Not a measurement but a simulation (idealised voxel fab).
This is a process module. Its name is voxel ribs on slabs.
For reference, the cross-section in this document is cut, with width 170 nm and square cells of 5 nm.
Format of a cross-section: grid, square cells. Given as bands. Order: top down. Band: one or more rows of cells. Look at the band entry: it leads with the top's height and the bottom's height in nm. Then it lists the materials left to right, with a width in nm for each. The word "edge to edge" on a single material says that material fills the band edge to edge. The word "empty" is empty space. Height reference: 0 = level under which incoming wafer is all one material. Lowest band: no bottom, runs on downward, e.g. "0 -> down". The notation "30->40" denotes a width that varies across the rows of cells in the band, beginning at the first number in the top row, finishing at the second number in the bottom row, and changing by an identical amount from each row to the next. The designation "remained the same", where it is given for a processing step, indicates that no cell of the cross-section was altered in the course of that step. "Fully closed voids": empty spaces of 8 cells or more with no open way to the top, each given as width x height at distance, distance from the left edge, all in nm. Text after the settings on a step's line: the simulator's own remark on that step. What "overlay nm" on a step's line means: if the step has a mask, that mask lay this far to the right of its planned place, or, when the value is negative, to the left.
Set out below are the planned steps of the process
1) RECEIVE | material Si
2) DIRECTIONAL_DEP | material SiO2 | thk nm 30
3) DIRECTIONAL_DEP | material polySi | thk nm 25
4) DIRECTIONAL_DEP | material aC | thk nm 10
5) PATTERN | tone cover | mask id RIB | material resist | width nm 25 | thk nm 30 | overlay nm 0
6) DIRECTIONAL_ETCH | etch materials aC | depth nm 10
7) STRIP | etch materials resist
8) DIRECTIONAL_ETCH | etch materials polySi | depth nm 10
9) STRIP | etch materials aC
10) MASKED_ETCH | tone cover | mask id SLAB | width nm 55 | etch materials polySi | depth nm 15 | overlay nm 0
11) FILL_DEP | material SiO2 | thk nm 25
12) CMP | height nm 75
13) DIRECTIONAL_DEP | material W | thk nm 10
14) DIRECTIONAL_DEP | material aC | thk nm 15
15) PATTERN | tone cover | mask id HEATER | material resist | width nm 35 | thk nm 30 | overlay nm 0
16) DIRECTIONAL_ETCH | etch materials aC | depth nm 15
17) STRIP | etch materials resist
18) DIRECTIONAL_ETCH | etch materials W | depth nm 10
19) STRIP | etch materials aC
20) CONFORMAL_DEP | material SiO2 | thk nm 5
Shown in cross-section is the wafer as received, that is, as it stands after step 1
- 0 -> down: Si edge to edge
- Fully closed voids: none
The first of the two wafers as seen in cross-section once the module was finished; processing followed the plan
- 90 -> 85: 60 nm empty; 45 nm SiO2; 65 nm empty
- 85 -> 80: 60 nm empty; 5 nm SiO2; 35 nm W; 5 nm SiO2; 65 nm empty
- 80 -> 75: 65 nm SiO2; 35 nm W; 70 nm SiO2
- 75 -> 55: SiO2 edge to edge
- 55 -> 45: 70 nm SiO2; 25 nm polySi; 75 nm SiO2
- 45 -> 30: 55 nm SiO2; 55 nm polySi; 60 nm SiO2
- 30 -> 0: SiO2 edge to edge
- 0 -> down: Si edge to edge
- Fully closed voids: none
Second wafer through the module, sectioned at the end: same beginning and same plan as the first wafer, with one mistake in carrying it out
- 90 -> 85: SiO2 edge to edge
- 85 -> 75: polySi edge to edge
- 75 -> 55: SiO2 edge to edge
- 55 -> 45: 70 nm SiO2; 25 nm polySi; 75 nm SiO2
- 45 -> 30: 55 nm SiO2; 55 nm polySi; 60 nm SiO2
- 30 -> 0: SiO2 edge to edge
- 0 -> down: Si edge to edge
- Fully closed voids: none
So what did we get wrong on this run? step 13 went in with a setting other than planned; the actual run was DIRECTIONAL_DEP | material polySi | thk nm 10
At the finish, the second wafer shows more or fewer cells for some materials than the first does: SiO2 -4; W -14; polySi +68
